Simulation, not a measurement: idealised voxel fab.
The process module that follows is named voxel released beams.
It is cross-section cut that appears here, measuring 230 nm in width, its square cells being 5 nm in size.
The cross-sections in this document take the form of a grid made of square cells. They are written out as bands, in order from top to bottom. Each band consists of one or more rows of cells. Quick guide to a band line: top height, bottom height (nm) up front; then every material left to right with its width in nm. Only one material and it's marked "all across"? Then it fills the band edge to edge. And "empty" just means empty space. Zero point of the height axis is 0; under it, received wafer = one material. Lowest band: continues down indefinitely, "0..down". The expression "30->40" gives the width at the extremes of the band, the first number at its top row of cells and the second at its bottom row, with the width changing by equal amounts from each row to the next in between. What does "no change" mean for a step? It means no cell of the cross-section changed in that step. For the entry "Enclosed voids", the listed items are empty spaces with no open way to the top whose size is 8 cells or more; each item follows the pattern width x height at distance, where distance is from the left edge and all three are in nm. That trailing text on a step's line, after the settings, is the simulator's own remark on the step. overlay nm: right-of-plan distance of the mask on a masked step; negative values mean left-of-plan.
Process steps foreseen in the plan
- 1: RECEIVE: material Si
- 2: CONFORMAL_DEP: material SiN, thk nm 5
- 3: DIRECTIONAL_DEP: material SiO2, thk nm 10
- 4: PATTERN: tone open, mask id ANCHOR, material resist, width nm 25, thk nm 20, overlay nm 0
- 5: DIRECTIONAL_ETCH: etch materials SiO2, depth nm 10
- 6: STRIP: etch materials resist
- 7: CONFORMAL_DEP: material polySi, thk nm 10
- 8: DIRECTIONAL_DEP: material aC, thk nm 10
- 9: PATTERN: tone cover, mask id BEAM, material resist, width nm 95, thk nm 30, overlay nm 0
- 10: DIRECTIONAL_ETCH: etch materials aC, depth nm 10
- 11: STRIP: etch materials resist
- 12: DIRECTIONAL_ETCH: etch materials polySi, depth nm 10
- 13: STRIP: etch materials aC
- 14: STRIP: etch materials SiO2
This is the cross-section of the wafer as we received it, i.e. after step 1
0..down  Si all across
Enclosed voids: none
Cross-section, first of two wafers, end of module, run as planned
25..15  65 nm empty / 15 nm polySi / 5 nm empty / 75 nm polySi / 70 nm empty
15..5  70 nm empty / 25 nm polySi / 135 nm empty
5..0  SiN all across
0..down  Si all across
Enclosed voids: none
So this is wafer number two of the two, cut at the end of the module - it started where the first did and had the same plan, we just got one thing wrong running it
25..15  65 nm empty / 95 nm polySi / 70 nm empty
15..10  SiN all across
10..0  SiO2 all across
0..down  Si all across
Enclosed voids: none
Nonconformance to the process plan: step 2 ran in the slot meant for step 3, and vice versa
Count the cells at the end and the second wafer has more or fewer of some materials than the first: SiO2 +92 | polySi -8
